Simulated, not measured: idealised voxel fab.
process module | voxel double patterning
cross-section cut | 175 nm wide | cells 5 nm
A cross-section is a grid of square cells, given in bands from the top down. A band is one or more rows of cells.
Each band's line starts with the height of the band's top and of its bottom, in nm. Then come its materials from left to right, each with its width in nm. One material with "throughout" fills the band from edge to edge. "air" is empty space.
Height 0 is the level under which the wafer as received is all one material. The lowest band goes on downwards, as in "0 down".
A width such as "30 to 40" changes by the same amount from each row of cells to the next, from the band's top row to its bottom row.
"no change" after a step means that no cell of the cross-section changed.
closed voids: empty space of 8 cells or more with no open way to the top, each as width x height at its distance from the left edge, in nm
after a step's settings: what the simulator itself notes on the step
overlay nm, on a step with a mask: how far to the right of its planned place the mask lay; to the left if negative
plan
1 op RECEIVE | material Si
2 op CONFORMAL_DEP | material SiO2 | thk nm 10
3 op DIRECTIONAL_DEP | material TiN | thk nm 20
4 op DIRECTIONAL_DEP | material SiCN | thk nm 5
5 op PATTERN | tone open | mask id FIRST | material resist | width nm 15 | pitch nm 50 | thk nm 15 | overlay nm 0
6 op DIRECTIONAL_ETCH | etch materials SiCN | depth nm 5
7 op STRIP | etch materials resist
8 op PATTERN | tone open | mask id SECOND | material resist | width nm 15 | thk nm 15 | overlay nm 0
9 op DIRECTIONAL_ETCH | etch materials SiCN | depth nm 5
10 op STRIP | etch materials resist
11 op DIRECTIONAL_ETCH | etch materials TiN | depth nm 20
12 op STRIP | etch materials SiCN
as received, after step 1
  0 down: Si throughout
  closed voids: none
first wafer at the end, as planned
  30 to 10: TiN 55 | air 15 | TiN 10 | air 15 | TiN 10 | air 15 | TiN 55
  10 to 0: SiO2 throughout
  0 down: Si throughout
  closed voids: none
second wafer at the end: like start, like plan, one mistake
  25 to 5: TiN 55 | air 15 | TiN 10 | air 15 | TiN 10 | air 15 | TiN 55
  5 to 0: SiO2 throughout
  0 down: Si throughout
  closed voids: none
what went wrong: step 2 ran as: op CONFORMAL_DEP | material SiO2 | thk nm 5
at the end the second wafer has, in cells: 35 fewer of SiO2
